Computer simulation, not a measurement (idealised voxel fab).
Process module, titled voxel self aligned vias
FYI the section here is cut, 140 nm wide, cells are 5 nm squares.
Cross-section spec: square-cell grid; bands listed top down; each band is one or more rows. Look at the band entry: it leads with the top's height and the bottom's height in nm. Then it lists the materials left to right, with a width in nm for each. The word "all across" on a single material says that material fills the band edge to edge. The word "empty" is empty space. Beneath 0, the wafer as received is one material, and that level is where height counting begins. The lowest band goes on downward without a bottom; it is written like "z 0 and below". So if you see something like "30..40" for the width, read it as the top row of the band sitting at the first number and the bottom row at the second, with every row in between moving by the same amount as the last. What does "no change occurred" mean for a step? It means no cell of the cross-section changed in that step. You'll see "Enclosed void list" listing empty spaces that have no way open to the top, as long as they're 8 cells or more; the notation is width x height at distance, where the distance is from the left edge, and all of it is in nm. Read whatever lies past the settings on a step's line as the simulator's own remark about the step. The optional step-line setting "overlay nm" applies to steps with a mask and quantifies how far to the right of its planned location the mask lay, a negative value indicating leftward placement.

-- Here's what the planned process steps look like
1: RECEIVE with material Si
2: CONFORMAL_DEP with material SiO2, thk nm 10
3: CONFORMAL_DEP with material SiCN, thk nm 5
4: DIRECTIONAL_DEP with material lowk, thk nm 20
5: MASKED_ETCH with tone open, mask id LINES, width nm 20, pitch nm 70, etch materials lowk, depth nm 20, overlay nm 0
6: CONFORMAL_DEP with material TiN, thk nm 5
7: FILL_DEP with material Ru, thk nm 5
8: CMP with height nm 35
9: SELECTIVE_ETCH with etch materials W Ru TiN, depth nm 5
10: FILL_DEP with material SiN, thk nm 10
11: CMP with height nm 35
12: DIRECTIONAL_DEP with material lowk, thk nm 20
13: PATTERN with tone open, mask id VIAS, material resist, width nm 40, thk nm 20, overlay nm 0
14: DIRECTIONAL_ETCH with etch materials lowk, depth nm 20
15: DIRECTIONAL_ETCH with etch materials SiN, depth nm 5
16: STRIP with etch materials resist
17: CONFORMAL_DEP with material TiN, thk nm 5
18: FILL_DEP with material Cu, thk nm 10
19: CMP with height nm 55
20: CONFORMAL_DEP with material SiCN, thk nm 5
It is noted that the wafers described herein are identical at the outset and are distinguished by the width nm of step 5; the value stated in the plan corresponds to the first wafer.

-- Incoming state of the first of several wafers in cross-section: after step 1
- z 0 and below | Si all across
- Enclosed void list: none

-- The rows of the table below are wafers. Looking at the end of the module, a row counts, for every material, the cells the wafer has gained, shown as (+), or lost, shown as (-), since it was received; its closed voids come next
width nm 20; +20 Cu; +8 Ru; +56 SiCN; +4 SiN; +56 SiO2; +32 TiN; +160 lowk; Enclosed void list: none
width nm 25; +21 Cu; +12 Ru; +56 SiCN; +5 SiN; +56 SiO2; +34 TiN; +152 lowk; Enclosed void list: none
width nm 30; +22 Cu; +16 Ru; +56 SiCN; +6 SiN; +56 SiO2; +36 TiN; +144 lowk; Enclosed void list: none
width nm 35; +23 Cu; +20 Ru; +56 SiCN; +7 SiN; +56 SiO2; +38 TiN; +136 lowk; Enclosed void list: none
width nm 40; +24 Cu; +24 Ru; +56 SiCN; +8 SiN; +56 SiO2; +40 TiN; +128 lowk; Enclosed void list: none
